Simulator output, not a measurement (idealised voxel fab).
Documented hereafter: the process module known as voxel transistor to metal.
Cross-sectional view cut (width: 180 nm; square cell size: 5 nm).
Square cells in a grid make up a cross-section in this document, and the grid is given as bands, listed from the top down, each one or more rows of cells. Band entry format. Leading values: height of top, height of bottom, nm. Remainder: materials in left-to-right order, each with its width in nm. Special words: "all across" on a single material, which then fills the band edge to edge; "empty", empty space. Height datum 0, below which the as-received substrate wafer is one material. Lowest band open at the bottom, running downward: "0 -> down". The notation "30..40" denotes a width that varies across the rows of cells in the band, beginning at the first number in the top row, finishing at the second number in the bottom row, and changing by an identical amount from each row to the next. "nothing got changed" means the step left every cell of the cross-section as it was. "Closed void table" lists enclosed empty spaces (at least 8 cells, no open path upward to the top), each as width x height at distance from the left edge, in nm. The remark found on a step's line after its settings is issued by the simulator itself and pertains to that step. overlay nm: where the mask lay relative to plan, measured to the right, on steps with a mask; negatives go left.

INTENDED PROCESS STEPS
1. RECEIVE (material Si)
2. CONFORMAL_DEP (material SiO2; thk nm 5)
3. CONFORMAL_DEP (material SiN; thk nm 10)
4. PATTERN (tone cover; mask id ACTIVE; material resist; width nm 105; thk nm 20; overlay nm 0)
5. DIRECTIONAL_ETCH (etch materials SiN; depth nm 10)
6. DIRECTIONAL_ETCH (etch materials SiO2; depth nm 5)
7. DIRECTIONAL_ETCH (etch materials Si; depth nm 35)
8. STRIP (etch materials resist)
9. OXIDIZE (depth nm 5)
10. FILL_DEP (material SiO2; thk nm 5)
11. CMP (height nm 15)
12. SELECTIVE_ETCH (etch materials SiO2; depth nm 10)
13. STRIP (etch materials SiN)
14. SELECTIVE_ETCH (etch materials SiO2; depth nm 5)
15. OXIDIZE (depth nm 5)
16. DIRECTIONAL_DEP (material polySi; thk nm 20)
17. DIRECTIONAL_DEP (material SiCN; thk nm 10)
18. PATTERN (tone cover; mask id GATE; material resist; width nm 25; thk nm 20; overlay nm 0)
19. DIRECTIONAL_ETCH (etch materials SiCN; depth nm 20)
20. DIRECTIONAL_ETCH (etch materials polySi; depth nm 30)
21. STRIP (etch materials resist)
22. CONFORMAL_DEP (material SiN; thk nm 10)
23. DIRECTIONAL_ETCH (etch materials SiN; depth nm 10)
24. DIRECTIONAL_ETCH (etch materials SiO2; depth nm 5)
25. DIRECTIONAL_ETCH (etch materials Si; depth nm 15)
26. EPI (material pSi; thk nm 15)
27. FILL_DEP (material SiO2; thk nm 5)
28. CMP (height nm 20)
29. STRIP (etch materials polySi)
30. SELECTIVE_ETCH (etch materials SiO2; depth nm 5)
31. CONFORMAL_DEP (material HfO2; thk nm 5)
32. CONFORMAL_DEP (material TiN; thk nm 5)
33. FILL_DEP (material W; thk nm 5)
34. CMP (height nm 15)
35. DIRECTIONAL_DEP (material SiO2; thk nm 15)
36. DIRECTIONAL_DEP (material aC; thk nm 10)
37. PATTERN (tone open; mask id CONTACT; material resist; width nm 15; pitch nm 70; thk nm 30; overlay nm 0)
38. DIRECTIONAL_ETCH (etch materials aC; depth nm 10)
39. STRIP (etch materials resist)
40. DIRECTIONAL_ETCH (etch materials SiO2; depth nm 35)
41. STRIP (etch materials aC)
42. CONFORMAL_DEP (material TiN; thk nm 5)
43. FILL_DEP (material W; thk nm 10)
44. CMP (height nm 30)
45. CONFORMAL_DEP (material SiCN; thk nm 5)
46. DIRECTIONAL_DEP (material SiO2; thk nm 15)
47. DIRECTIONAL_DEP (material aC; thk nm 15)
48. PATTERN (tone open; mask id METAL_1; material resist; width nm 15; pitch nm 70; thk nm 30; overlay nm 0)
49. DIRECTIONAL_ETCH (etch materials aC; depth nm 15)
50. STRIP (etch materials resist)
51. DIRECTIONAL_ETCH (etch materials SiO2; depth nm 15)
52. DIRECTIONAL_ETCH (etch materials SiCN; depth nm 5)
53. STRIP (etch materials aC)
54. CONFORMAL_DEP (material TiN; thk nm 5)
55. FILL_DEP (material Cu; thk nm 10)
56. CMP (height nm 50)
57. CONFORMAL_DEP (material SiCN; thk nm 5)
58. DIRECTIONAL_DEP (material SiO2; thk nm 30)
59. DIRECTIONAL_DEP (material aC; thk nm 15)
60. PATTERN (tone open; mask id METAL_2; material resist; width nm 15; pitch nm 70; thk nm 35; overlay nm 0)
61. DIRECTIONAL_ETCH (etch materials aC; depth nm 15)
62. STRIP (etch materials resist)
63. DIRECTIONAL_ETCH (etch materials SiO2; depth nm 20)
64. STRIP (etch materials aC)
65. DIRECTIONAL_DEP (material aC; thk nm 15)
66. PATTERN (tone open; mask id METAL_2_HOLES; material resist; width nm 15; pitch nm 70; thk nm 35; overlay nm 0)
67. DIRECTIONAL_ETCH (etch materials aC; depth nm 15)
68. STRIP (etch materials resist)
69. DIRECTIONAL_ETCH (etch materials SiO2; depth nm 10)
70. DIRECTIONAL_ETCH (etch materials SiCN; depth nm 5)
71. STRIP (etch materials aC)
72. CONFORMAL_DEP (material TiN; thk nm 5)
73. FILL_DEP (material Cu; thk nm 10)
74. CMP (height nm 85)
75. CONFORMAL_DEP (material SiN; thk nm 5)
Where the wafers of this document differ is in the width nm of step 37; they start out the same, and the plan states the value that applied to the first wafer.

INCOMING STATE OF THE FIRST OF SEVERAL WAFERS IN CROSS-SECTION: AFTER STEP 1
0 -> down: Si all across
Closed void table: none

FIRST OF SEVERAL WAFERS: CROSS-SECTION AT THE END OF THE MODULE, AFTER STEP 75, ITS LAST STEP
90 -> 85: SiN all across
85 -> 55: 45 of SiO2, 5 of TiN, 5 of Cu, 5 of TiN, 55 of SiO2, 5 of TiN, 5 of Cu, 5 of TiN, 50 of SiO2
55 -> 50: 45 of SiCN, 15 of TiN, 55 of SiCN, 15 of TiN, 50 of SiCN
50 -> 35: 45 of SiO2, 5 of TiN, 5 of Cu, 5 of TiN, 55 of SiO2, 5 of TiN, 5 of Cu, 5 of TiN, 50 of SiO2
35 -> 30: 45 of SiCN, 15 of TiN, 55 of SiCN, 15 of TiN, 50 of SiCN
30 -> 15: 45 of SiO2, 5 of TiN, 5 of W, 5 of TiN, 55 of SiO2, 5 of TiN, 5 of W, 5 of TiN, 50 of SiO2
15 -> 10: 45 of SiO2, 15 of TiN, 5 of SiO2, 10 of SiN, 5 of HfO2, 5 of TiN, 5 of W, 5 of TiN, 5 of HfO2, 10 of SiN, 5 of SiO2, 15 of TiN, 50 of SiO2
10 -> 5: 45 of SiO2, 5 of TiN, 15 of pSi, 10 of SiN, 5 of HfO2, 5 of TiN, 5 of W, 5 of TiN, 5 of HfO2, 10 of SiN, 15 of pSi, 5 of TiN, 50 of SiO2
5 -> 0: 45 of SiO2, 5 of TiN, 15 of pSi, 10 of SiN, 5 of HfO2, 15 of TiN, 5 of HfO2, 10 of SiN, 15 of pSi, 5 of TiN, 50 of SiO2
0 -> -5: 45 of SiO2, 5 of TiN, 15 of pSi, 5 of SiO2, 35 of HfO2, 5 of SiO2, 15 of pSi, 5 of TiN, 50 of SiO2
-5 -> -20: 40 of SiO2, 25 of pSi, 45 of Si, 25 of pSi, 45 of SiO2
-20 -> -40: 40 of SiO2, 95 of Si, 45 of SiO2
-40 -> down: Si all across
Closed void table: none

CROSS-SECTIONAL VIEW, END OF MODULE, LAST WAFER OF SEVERAL
90 -> 85: SiN all across
85 -> 55: 45 of SiO2, 5 of TiN, 5 of Cu, 5 of TiN, 55 of SiO2, 5 of TiN, 5 of Cu, 5 of TiN, 50 of SiO2
55 -> 50: 45 of SiCN, 15 of TiN, 55 of SiCN, 15 of TiN, 50 of SiCN
50 -> 35: 45 of SiO2, 5 of TiN, 5 of Cu, 5 of TiN, 55 of SiO2, 5 of TiN, 5 of Cu, 5 of TiN, 50 of SiO2
35 -> 30: 45 of SiCN, 15 of TiN, 55 of SiCN, 15 of TiN, 50 of SiCN
30 -> 20: 40 of SiO2, 5 of TiN, 20 of W, 5 of TiN, 40 of SiO2, 5 of TiN, 20 of W, 5 of TiN, 40 of SiO2
20 -> 15: 40 of SiO2, 5 of TiN, 15 of W, 10 of TiN, 40 of SiO2, 5 of TiN, 20 of W, 5 of TiN, 40 of SiO2
15 -> 10: 40 of SiO2, 25 of TiN, 10 of SiN, 5 of HfO2, 5 of TiN, 5 of W, 5 of TiN, 5 of HfO2, 10 of SiN, 20 of TiN, 5 of W, 5 of TiN, 40 of SiO2
10 -> 5: 40 of SiO2, 10 of TiN, 15 of pSi, 10 of SiN, 5 of HfO2, 5 of TiN, 5 of W, 5 of TiN, 5 of HfO2, 10 of SiN, 15 of pSi, 5 of TiN, 5 of W, 5 of TiN, 40 of SiO2
5 -> 0: 40 of SiO2, 10 of TiN, 15 of pSi, 10 of SiN, 5 of HfO2, 15 of TiN, 5 of HfO2, 10 of SiN, 15 of pSi, 5 of TiN, 5 of W, 5 of TiN, 40 of SiO2
0 -> -5: 40 of SiO2, 10 of TiN, 15 of pSi, 5 of SiO2, 35 of HfO2, 5 of SiO2, 15 of pSi, 15 of TiN, 40 of SiO2
-5 -> -20: 40 of SiO2, 25 of pSi, 45 of Si, 25 of pSi, 45 of SiO2
-20 -> -40: 40 of SiO2, 95 of Si, 45 of SiO2
-40 -> down: Si all across
Closed void table: none

SO IN THIS TABLE EVERY WAFER GETS ITS OWN ROW, AND WHAT YOU SEE IS WHERE IT STANDS AT THE END OF THE MODULE: FOR EACH MATERIAL, HOW MANY CELLS IT PICKED UP (+) OR GAVE UP (-) SINCE WE RECEIVED IT, AND AFTER THAT ITS CLOSED VOIDS
width nm 15; +18 Cu; +13 HfO2; -185 Si; +60 SiCN; +48 SiN; +559 SiO2; +79 TiN; +8 W; +48 pSi; Closed void table: none
width nm 20; +18 Cu; +13 HfO2; -185 Si; +60 SiCN; +48 SiN; +548 SiO2; +84 TiN; +14 W; +48 pSi; Closed void table: none
width nm 25; +18 Cu; +13 HfO2; -185 Si; +60 SiCN; +48 SiN; +537 SiO2; +89 TiN; +20 W; +48 pSi; Closed void table: none
width nm 30; +18 Cu; +13 HfO2; -185 Si; +60 SiCN; +48 SiN; +527 SiO2; +91 TiN; +28 W; +48 pSi; Closed void table: none
